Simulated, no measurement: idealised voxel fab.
The name of this process module is voxel self aligned contacts.
In the cross-section labelled cut, the width is 240 nm and each square cell is 5 nm.
Cross-section spec: square-cell grid; bands listed top down; each band is one or more rows. Band entry format. Leading values: height of top, height of bottom, nm. Remainder: materials in left-to-right order, each with its width in nm. Special words: "all across" on a single material, which then fills the band edge to edge; "blank", empty space. Zero point of the height axis is 0; under it, received wafer = one material. Lowest band: continues down indefinitely, "from 0 down". Read "30..40" as a graded width: first number on top, second number at the bottom, same change between each pair of neighbouring rows. Step marked "identical to before"? Then no cell in the cross-section changed in it. Voids not open to the top, 8 cells minimum: see "Closed voids list". Written width x height at distance; distance is from the left edge; nm. Post-settings text on a step line: simulator's own remark regarding the step. When a step includes a mask, the "overlay nm" setting on its line states how far to the right of its planned place that mask lay, and negative values state how far to the left.

This section lists the process steps that were planned:
| 1 | RECEIVE: material Si |
| 2 | OXIDIZE: depth nm 5 |
| 3 | DIRECTIONAL_DEP: material polySi, thk nm 30 |
| 4 | DIRECTIONAL_DEP: material SiN, thk nm 20 |
| 5 | PATTERN: tone cover, mask id GATE, material resist, width nm 25, pitch nm 70, thk nm 20, overlay nm 0 |
| 6 | DIRECTIONAL_ETCH: etch materials SiN, depth nm 20 |
| 7 | DIRECTIONAL_ETCH: etch materials polySi, depth nm 30 |
| 8 | STRIP: etch materials resist |
| 9 | CONFORMAL_DEP: material SiN, thk nm 10 |
| 10 | DIRECTIONAL_ETCH: etch materials SiN, depth nm 10 |
| 11 | FILL_DEP: material SiO2, thk nm 10 |
| 12 | CMP: height nm 55 |
| 13 | PATTERN: tone open, mask id CONTACT, material resist, width nm 55, thk nm 15, overlay nm 0 |
| 14 | DIRECTIONAL_ETCH: etch materials SiO2, depth nm 60 |
| 15 | STRIP: etch materials resist |
| 16 | CONFORMAL_DEP: material TiN, thk nm 5 |
| 17 | FILL_DEP: material W, thk nm 10 |
| 18 | CMP: height nm 55 |
| 19 | CONFORMAL_DEP: material SiCN, thk nm 5 |

Cross-section of the incoming wafer, state after step 1:
> from 0 down  Si all across
> Closed voids list: none

Starting wafer: above. Plan: above. Run: one mistake. Cross-section after the module: below:
> from 60 to 55  SiCN all across
> from 55 to 50  90 of SiO2; 20 of TiN; 15 of W; 20 of TiN; 95 of SiO2
> from 50 to 30  60 of SiO2; 45 of SiN; 5 of TiN; 15 of W; 5 of TiN; 45 of SiN; 65 of SiO2
> from 30 to 0  60 of SiO2; 10 of SiN; 25 of polySi; 10 of SiN; 5 of TiN; 15 of W; 5 of TiN; 10 of SiN; 25 of polySi; 10 of SiN; 65 of SiO2
> from 0 to -5  105 of SiO2; 25 of TiN; 110 of SiO2
> from -5 to -10  SiO2 all across
> from -10 down  Si all across
> Closed voids list: none
In executing the process, a mistake was made relative to the plan: step 2 ran with different settings than intended, the actual operation and settings being OXIDIZE: depth nm 10
